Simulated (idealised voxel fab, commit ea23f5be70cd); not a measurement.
This section sets out a process module, namely voxel ribs on slabs.
Shown is cross-section cut, with a width of 270 nm and square cells of size 5 nm.
A cross-section is a grid of square cells, given in bands from the top down. A band is one or more rows of cells. Top height, bottom height, nm. Materials left to right, width each, nm. Single material + "everywhere" = fills band edge to edge. "blank" = empty. The level at which height equals 0 is the one under which the wafer, as it arrives, is entirely one material. No lower edge exists for the bottom band, which continues downward and is notated as in "z 0 and below". Quick explanation for "30->40": the width changes in equal steps down the rows of cells, from the first number in the band's top row to the second number in its bottom row. Where the words "no modification" appear for a step, the cross-section shows no cell changed by that step; every cell remained as before. Enclosed voids (no open way to top), threshold 8 cells or more, entry "Closed void roster", notation width x height at distance, distance from left edge, nm. If you see something after the settings on a step's line, that's the simulator's own remark about that step. "overlay nm", when on a step's line for a step with a mask, measures how far to the right of its planned place the mask lay; a negative measure means to the left.
Here's what the planned process steps look like:
1: RECEIVE: material Si
2: DIRECTIONAL_DEP: material SiO2, thk nm 25
3: DIRECTIONAL_DEP: material polySi, thk nm 15
4: DIRECTIONAL_DEP: material aC, thk nm 15
5: PATTERN: tone cover, mask id RIB, material resist, width nm 20, thk nm 30, overlay nm 0
6: DIRECTIONAL_ETCH: etch materials aC, depth nm 15
7: STRIP: etch materials resist
8: DIRECTIONAL_ETCH: etch materials polySi, depth nm 10
9: STRIP: etch materials aC
10: MASKED_ETCH: tone cover, mask id SLAB, width nm 50, etch materials polySi, depth nm 5, overlay nm 0
11: FILL_DEP: material SiO2, thk nm 25
12: CMP: height nm 55
13: DIRECTIONAL_DEP: material W, thk nm 5
14: DIRECTIONAL_DEP: material aC, thk nm 10
15: PATTERN: tone cover, mask id HEATER, material resist, width nm 30, thk nm 25, overlay nm 0
16: DIRECTIONAL_ETCH: etch materials aC, depth nm 10
17: STRIP: etch materials resist
18: DIRECTIONAL_ETCH: etch materials W, depth nm 5
19: STRIP: etch materials aC
20: CONFORMAL_DEP: material SiN, thk nm 10
Cross-section of the wafer as it came to us, i.e., already through step 1:
z 0 and below: Si everywhere
Closed void roster: none
Below is the wafer in cross-section after the module was completed. It began from the starting point shown above and followed the plan shown above, except that one mistake was made while running it:
z 70 to 65: blank 110  SiN 50  blank 110
z 65 to 60: SiN everywhere
z 60 to 55: SiN 120  W 30  SiN 120
z 55 to 45: SiO2 125  polySi 20  SiO2 125
z 45 to 40: SiO2 110  polySi 50  SiO2 110
z 40 to 25: polySi everywhere
z 25 to 0: SiO2 everywhere
z 0 and below: Si everywhere
Closed void roster: none
Nonconformance to the process plan: step 3 of the plan was carried out twice
